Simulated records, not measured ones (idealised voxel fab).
process module | voxel capacitor over wiring
cross-section cut | 170 nm wide | cells 5 nm
A cross-section is a grid of square cells, given in bands from the top down. A band is one or more rows of cells. Each band's line starts with the height of the band's top and of its bottom, in nm. Then come its materials from left to right, each with its width in nm. One material with "everywhere" fills the band from edge to edge. "blank" is empty space. All heights in this document are referenced to 0, defined as the level beneath which the wafer, as received, consists entirely of one material. The lowest band is not bounded below; it extends indefinitely downward and is written in the form "0..down". With a width like "30->40", each row of cells in the band differs from the next by the same amount, the top row carrying the first number and the bottom row the second. "no alteration" -> step changed no cross-section cell. The entry "Closed void register" lists the empty spaces that cover at least 8 cells and have no open path to the top. Each is written as width x height at distance, where the distance is measured from the left edge and all three values are in nm. The remark found on a step's line after its settings is issued by the simulator itself and pertains to that step. A step's line can hold "overlay nm"; with a mask on that step, the setting says how far right of the planned place the mask lay, while a negative setting says it lay to the left.
The following list gives the planned process steps
1 RECEIVE with material Si
2 CONFORMAL_DEP with material SiO2, thk nm 10
3 DIRECTIONAL_DEP with material TiN, thk nm 5
4 DIRECTIONAL_DEP with material Ru, thk nm 15
5 DIRECTIONAL_DEP with material aC, thk nm 15
6 PATTERN with tone cover, mask id METAL_1, material resist, width nm 20, pitch nm 80, thk nm 35, overlay nm 0
7 DIRECTIONAL_ETCH with etch materials aC, depth nm 15
8 STRIP with etch materials resist
9 DIRECTIONAL_ETCH with etch materials Ru, depth nm 15
10 DIRECTIONAL_ETCH with etch materials TiN, depth nm 5
11 STRIP with etch materials aC
12 FILL_DEP with material SiO2, thk nm 10
13 CMP with height nm 30
14 CONFORMAL_DEP with material SiCN, thk nm 5
15 DIRECTIONAL_DEP with material lowk, thk nm 15
16 DIRECTIONAL_DEP with material aC, thk nm 15
17 PATTERN with tone open, mask id PLUG_1, material resist, width nm 15, thk nm 30, overlay nm 0
18 DIRECTIONAL_ETCH with etch materials aC, depth nm 15
19 STRIP with etch materials resist
20 DIRECTIONAL_ETCH with etch materials lowk, depth nm 15
21 DIRECTIONAL_ETCH with etch materials SiCN, depth nm 5
22 STRIP with etch materials aC
23 CONFORMAL_DEP with material TiN, thk nm 5
24 FILL_DEP with material W, thk nm 5
25 CMP with height nm 50
26 DIRECTIONAL_DEP with material TiN, thk nm 10
27 DIRECTIONAL_DEP with material SiN, thk nm 5
28 DIRECTIONAL_DEP with material TiN, thk nm 10
29 MASKED_ETCH with tone cover, mask id UPPER_PLATE, width nm 65, etch materials TiN, depth nm 10, overlay nm 0
30 MASKED_ETCH with tone cover, mask id UPPER_PLATE, width nm 65, etch materials SiN, depth nm 5, overlay nm 0
31 PATTERN with tone cover, mask id LOWER_PLATE, material resist, width nm 75, thk nm 20, overlay nm 0
32 DIRECTIONAL_ETCH with etch materials TiN, depth nm 10
33 STRIP with etch materials resist
34 FILL_DEP with material SiO2, thk nm 15
35 CMP with height nm 85
36 DIRECTIONAL_DEP with material aC, thk nm 15
37 PATTERN with tone open, mask id PLUG_2, material resist, width nm 15, thk nm 30, overlay nm 0
38 DIRECTIONAL_ETCH with etch materials aC, depth nm 15
39 STRIP with etch materials resist
40 DIRECTIONAL_ETCH with etch materials SiO2, depth nm 10
41 STRIP with etch materials aC
42 CONFORMAL_DEP with material TiN, thk nm 5
43 FILL_DEP with material Cu, thk nm 5
44 CMP with height nm 85
45 CONFORMAL_DEP with material SiN, thk nm 5
What follows covers the first of two wafers; it ran as planned
Wafer at receipt (post step 1), cross-section
	0..down: Si everywhere
	Closed void register: none
Presented here is a cross-section of the wafer after step 2 has been performed
	10..0: SiO2 everywhere
	Below 0 it's all the same as before, nothing changed down there.
Presented here is a cross-section of the wafer after step 3 has been performed
	15..10: TiN everywhere
	Below 10 it's all the same as before, nothing changed down there.
Presented here is a cross-section of the wafer after step 4 has been performed
	30..15: Ru everywhere
	Below 15 it's all the same as before, nothing changed down there.
Presented here is a cross-section of the wafer after step 5 has been performed
	45..30: aC everywhere
	Below 30 it's all the same as before, nothing changed down there.
Presented here is a cross-section of the wafer after step 6 has been performed
	80..45: blank 35 nm, resist 20 nm, blank 60 nm, resist 20 nm, blank 35 nm
	Below 45 it's all the same as before, nothing changed down there.
Presented here is a cross-section of the wafer after step 7 has been performed
	65..45: blank 35 nm, resist 20 nm, blank 60 nm, resist 20 nm, blank 35 nm
	45..30: blank 35 nm, aC 20 nm, blank 60 nm, aC 20 nm, blank 35 nm
	Below 30 it's all the same as before, nothing changed down there.
Presented here is a cross-section of the wafer after step 8 has been performed
	45..30: blank 35 nm, aC 20 nm, blank 60 nm, aC 20 nm, blank 35 nm
	Below 30 it's all the same as before, nothing changed down there.
Presented here is a cross-section of the wafer after step 9 has been performed
	45..30: blank 35 nm, aC 20 nm, blank 60 nm, aC 20 nm, blank 35 nm
	30..15: blank 35 nm, Ru 20 nm, blank 60 nm, Ru 20 nm, blank 35 nm
	Below 15 it's all the same as before, nothing changed down there.
Presented here is a cross-section of the wafer after step 10 has been performed
	45..30: blank 35 nm, aC 20 nm, blank 60 nm, aC 20 nm, blank 35 nm
	30..15: blank 35 nm, Ru 20 nm, blank 60 nm, Ru 20 nm, blank 35 nm
	15..10: blank 35 nm, TiN 20 nm, blank 60 nm, TiN 20 nm, blank 35 nm
	Below 10 it's all the same as before, nothing changed down there.
Presented here is a cross-section of the wafer after step 11 has been performed
	30..15: blank 35 nm, Ru 20 nm, blank 60 nm, Ru 20 nm, blank 35 nm
	Below 15 it's all the same as before, nothing changed down there.
Presented here is a cross-section of the wafer after step 12 has been performed
	40..30: SiO2 everywhere
	30..15: SiO2 35 nm, Ru 20 nm, SiO2 60 nm, Ru 20 nm, SiO2 35 nm
	15..10: SiO2 35 nm, TiN 20 nm, SiO2 60 nm, TiN 20 nm, SiO2 35 nm
	Below 10 it's all the same as before, nothing changed down there.
Presented here is a cross-section of the wafer after step 13 has been performed
	30..15: SiO2 35 nm, Ru 20 nm, SiO2 60 nm, Ru 20 nm, SiO2 35 nm
	Below 15 it's all the same as before, nothing changed down there.
Presented here is a cross-section of the wafer after step 14 has been performed
	35..30: SiCN everywhere
	Below 30 it's all the same as before, nothing changed down there.
Presented here is a cross-section of the wafer after step 15 has been performed
	50..35: lowk everywhere
	Below 35 it's all the same as before, nothing changed down there.
Presented here is a cross-section of the wafer after step 16 has been performed
	65..50: aC everywhere
	Below 50 it's all the same as before, nothing changed down there.
Presented here is a cross-section of the wafer after step 17 has been performed
	95..65: resist 40 nm, blank 15 nm, resist 115 nm
	Below 65 it's all the same as before, nothing changed down there.
Presented here is a cross-section of the wafer after step 18 has been performed
	80..65: resist 40 nm, blank 15 nm, resist 115 nm
	65..50: aC 40 nm, blank 15 nm, aC 115 nm
	Below 50 it's all the same as before, nothing changed down there.
Presented here is a cross-section of the wafer after step 19 has been performed
	65..50: aC 40 nm, blank 15 nm, aC 115 nm
	Below 50 it's all the same as before, nothing changed down there.
Presented here is a cross-section of the wafer after step 20 has been performed
	65..50: aC 40 nm, blank 15 nm, aC 115 nm
	50..35: lowk 40 nm, blank 15 nm, lowk 115 nm
	Below 35 it's all the same as before, nothing changed down there.
Presented here is a cross-section of the wafer after step 21 has been performed
	65..50: aC 40 nm, blank 15 nm, aC 115 nm
	50..35: lowk 40 nm, blank 15 nm, lowk 115 nm
	35..30: SiCN 40 nm, blank 15 nm, SiCN 115 nm
	Below 30 it's all the same as before, nothing changed down there.
Presented here is a cross-section of the wafer after step 22 has been performed
	50..35: lowk 40 nm, blank 15 nm, lowk 115 nm
	Below 35 it's all the same as before, nothing changed down there.
Presented here is a cross-section of the wafer after step 23 has been performed
	55..50: TiN 45 nm, blank 5 nm, TiN 120 nm
	50..35: lowk 40 nm, TiN 5 nm, blank 5 nm, TiN 5 nm, lowk 115 nm
	35..30: SiCN 40 nm, TiN 15 nm, SiCN 115 nm
	Below 30 it's all the same as before, nothing changed down there.
Presented here is a cross-section of the wafer after step 24 has been performed
	60..55: W everywhere
	55..50: TiN 45 nm, W 5 nm, TiN 120 nm
	50..35: lowk 40 nm, TiN 5 nm, W 5 nm, TiN 5 nm, lowk 115 nm
	Below 35 it's all the same as before, nothing changed down there.
Presented here is a cross-section of the wafer after step 25 has been performed
	50..35: lowk 40 nm, TiN 5 nm, W 5 nm, TiN 5 nm, lowk 115 nm
	Below 35 it's all the same as before, nothing changed down there.
Presented here is a cross-section of the wafer after step 26 has been performed
	60..50: TiN everywhere
	Below 50 it's all the same as before, nothing changed down there.
Presented here is a cross-section of the wafer after step 27 has been performed
	65..60: SiN everywhere
	Below 60 it's all the same as before, nothing changed down there.
Presented here is a cross-section of the wafer after step 28 has been performed
	75..65: TiN everywhere
	Below 65 it's all the same as before, nothing changed down there.
Presented here is a cross-section of the wafer after step 29 has been performed
	75..65: blank 40 nm, TiN 65 nm, blank 65 nm
	Below 65 it's all the same as before, nothing changed down there.
Presented here is a cross-section of the wafer after step 30 has been performed
	75..65: blank 40 nm, TiN 65 nm, blank 65 nm
	65..60: blank 40 nm, SiN 65 nm, blank 65 nm
	Below 60 it's all the same as before, nothing changed down there.
Presented here is a cross-section of the wafer after step 31 has been performed
	95..75: blank 35 nm, resist 75 nm, blank 60 nm
	75..65: blank 35 nm, resist 5 nm, TiN 65 nm, resist 5 nm, blank 60 nm
	65..60: blank 35 nm, resist 5 nm, SiN 65 nm, resist 5 nm, blank 60 nm
	Below 60 it's all the same as before, nothing changed down there.
Presented here is a cross-section of the wafer after step 32 has been performed
	95..75: blank 35 nm, resist 75 nm, blank 60 nm
	75..65: blank 35 nm, resist 5 nm, TiN 65 nm, resist 5 nm, blank 60 nm
	65..60: blank 35 nm, resist 5 nm, SiN 65 nm, resist 5 nm, blank 60 nm
	60..50: blank 35 nm, TiN 75 nm, blank 60 nm
	Below 50 it's all the same as before, nothing changed down there.
Presented here is a cross-section of the wafer after step 33 has been performed
	75..65: blank 40 nm, TiN 65 nm, blank 65 nm
	65..60: blank 40 nm, SiN 65 nm, blank 65 nm
	Below 60 it's all the same as before, nothing changed down there.
Presented here is a cross-section of the wafer after step 34 has been performed
	90..75: SiO2 everywhere
	75..65: SiO2 40 nm, TiN 65 nm, SiO2 65 nm
	65..60: SiO2 40 nm, SiN 65 nm, SiO2 65 nm
	60..50: SiO2 35 nm, TiN 75 nm, SiO2 60 nm
	Below 50 it's all the same as before, nothing changed down there.
Presented here is a cross-section of the wafer after step 35 has been performed
	85..75: SiO2 everywhere
	Below 75 it's all the same as before, nothing changed down there.
Presented here is a cross-section of the wafer after step 36 has been performed
	100..85: aC everywhere
	Below 85 it's all the same as before, nothing changed down there.
Presented here is a cross-section of the wafer after step 37 has been performed
	130..100: resist 50 nm, blank 15 nm, resist 105 nm
	Below 100 it's all the same as before, nothing changed down there.
Presented here is a cross-section of the wafer after step 38 has been performed
	115..100: resist 50 nm, blank 15 nm, resist 105 nm
	100..85: aC 50 nm, blank 15 nm, aC 105 nm
	Below 85 it's all the same as before, nothing changed down there.
Presented here is a cross-section of the wafer after step 39 has been performed
	100..85: aC 50 nm, blank 15 nm, aC 105 nm
	Below 85 it's all the same as before, nothing changed down there.
Presented here is a cross-section of the wafer after step 40 has been performed
	100..85: aC 50 nm, blank 15 nm, aC 105 nm
	85..75: SiO2 50 nm, blank 15 nm, SiO2 105 nm
	Below 75 it's all the same as before, nothing changed down there.
Presented here is a cross-section of the wafer after step 41 has been performed
	85..75: SiO2 50 nm, blank 15 nm, SiO2 105 nm
	Below 75 it's all the same as before, nothing changed down there.
Presented here is a cross-section of the wafer after step 42 has been performed
	90..85: TiN 55 nm, blank 5 nm, TiN 110 nm
	85..80: SiO2 50 nm, TiN 5 nm, blank 5 nm, TiN 5 nm, SiO2 105 nm
	80..75: SiO2 50 nm, TiN 15 nm, SiO2 105 nm
	Below 75 it's all the same as before, nothing changed down there.
Presented here is a cross-section of the wafer after step 43 has been performed
	95..90: Cu everywhere
	90..85: TiN 55 nm, Cu 5 nm, TiN 110 nm
	85..80: SiO2 50 nm, TiN 5 nm, Cu 5 nm, TiN 5 nm, SiO2 105 nm
	Below 80 it's all the same as before, nothing changed down there.
Presented here is a cross-section of the wafer after step 44 has been performed
	85..80: SiO2 50 nm, TiN 5 nm, Cu 5 nm, TiN 5 nm, SiO2 105 nm
	Below 80 it's all the same as before, nothing changed down there.
Presented here is a cross-section of the wafer after step 45 has been performed
	90..85: SiN everywhere
	Below 85 it's all the same as before, nothing changed down there.
The second wafer: identical to the first at the outset and in its planned sequence, differing only in that one mistake was made during processing; up to and including step 28, its path is the first wafer's path
Cross-section of the second wafer corresponding to the planned conclusion of step 29
	75..65: blank 45 nm, TiN 55 nm, blank 70 nm
	Below 65 it's all the same as before, nothing changed down there.
Cross-section of the second wafer corresponding to the planned conclusion of step 30
	75..65: blank 45 nm, TiN 55 nm, blank 70 nm
	65..60: blank 40 nm, SiN 65 nm, blank 65 nm
	Below 60 it's all the same as before, nothing changed down there.
Cross-section of the second wafer corresponding to the planned conclusion of step 31
	95..75: blank 35 nm, resist 75 nm, blank 60 nm
	75..65: blank 35 nm, resist 10 nm, TiN 55 nm, resist 10 nm, blank 60 nm
	65..60: blank 35 nm, resist 5 nm, SiN 65 nm, resist 5 nm, blank 60 nm
	Below 60 it's all the same as before, nothing changed down there.
Cross-section of the second wafer corresponding to the planned conclusion of step 32
	95..75: blank 35 nm, resist 75 nm, blank 60 nm
	75..65: blank 35 nm, resist 10 nm, TiN 55 nm, resist 10 nm, blank 60 nm
	65..60: blank 35 nm, resist 5 nm, SiN 65 nm, resist 5 nm, blank 60 nm
	60..50: blank 35 nm, TiN 75 nm, blank 60 nm
	Below 50 it's all the same as before, nothing changed down there.
Cross-section of the second wafer corresponding to the planned conclusion of step 33
	75..65: blank 45 nm, TiN 55 nm, blank 70 nm
	65..60: blank 40 nm, SiN 65 nm, blank 65 nm
	Below 60 it's all the same as before, nothing changed down there.
Cross-section of the second wafer corresponding to the planned conclusion of step 34
	90..75: SiO2 everywhere
	75..65: SiO2 45 nm, TiN 55 nm, SiO2 70 nm
	65..60: SiO2 40 nm, SiN 65 nm, SiO2 65 nm
	60..50: SiO2 35 nm, TiN 75 nm, SiO2 60 nm
	Below 50 it's all the same as before, nothing changed down there.
Cross-section of the second wafer corresponding to the planned conclusion of step 35
	85..75: SiO2 everywhere
	Below 75 it's all the same as before, nothing changed down there.
Cross-section of the second wafer corresponding to the planned conclusion of step 36
	100..85: aC everywhere
	Below 85 it's all the same as before, nothing changed down there.
Cross-section of the second wafer corresponding to the planned conclusion of step 37
	130..100: resist 50 nm, blank 15 nm, resist 105 nm
	Below 100 it's all the same as before, nothing changed down there.
Cross-section of the second wafer corresponding to the planned conclusion of step 38
	115..100: resist 50 nm, blank 15 nm, resist 105 nm
	100..85: aC 50 nm, blank 15 nm, aC 105 nm
	Below 85 it's all the same as before, nothing changed down there.
Cross-section of the second wafer corresponding to the planned conclusion of step 39
	100..85: aC 50 nm, blank 15 nm, aC 105 nm
	Below 85 it's all the same as before, nothing changed down there.
Cross-section of the second wafer corresponding to the planned conclusion of step 40
	100..85: aC 50 nm, blank 15 nm, aC 105 nm
	85..75: SiO2 50 nm, blank 15 nm, SiO2 105 nm
	Below 75 it's all the same as before, nothing changed down there.
Cross-section of the second wafer corresponding to the planned conclusion of step 41
	85..75: SiO2 50 nm, blank 15 nm, SiO2 105 nm
	Below 75 it's all the same as before, nothing changed down there.
Cross-section of the second wafer corresponding to the planned conclusion of step 42
	90..85: TiN 55 nm, blank 5 nm, TiN 110 nm
	85..80: SiO2 50 nm, TiN 5 nm, blank 5 nm, TiN 5 nm, SiO2 105 nm
	80..75: SiO2 50 nm, TiN 15 nm, SiO2 105 nm
	Below 75 it's all the same as before, nothing changed down there.
Cross-section of the second wafer corresponding to the planned conclusion of step 43
	95..90: Cu everywhere
	90..85: TiN 55 nm, Cu 5 nm, TiN 110 nm
	85..80: SiO2 50 nm, TiN 5 nm, Cu 5 nm, TiN 5 nm, SiO2 105 nm
	Below 80 it's all the same as before, nothing changed down there.
Cross-section of the second wafer corresponding to the planned conclusion of step 44
	85..80: SiO2 50 nm, TiN 5 nm, Cu 5 nm, TiN 5 nm, SiO2 105 nm
	Below 80 it's all the same as before, nothing changed down there.
Cross-section of the second wafer corresponding to the planned conclusion of step 45
	90..85: SiN everywhere
	Below 85 it's all the same as before, nothing changed down there.
Nonconformance to the process plan: step 29 did not happen as planned, as run it was MASKED_ETCH with tone cover, mask id UPPER_PLATE, width nm 55, etch materials TiN, depth nm 10, overlay nm 0
It is noted that, at the conclusion of processing, the second wafer exhibits a higher or lower cell count for certain materials relative to the first: +4 SiO2; -4 TiN
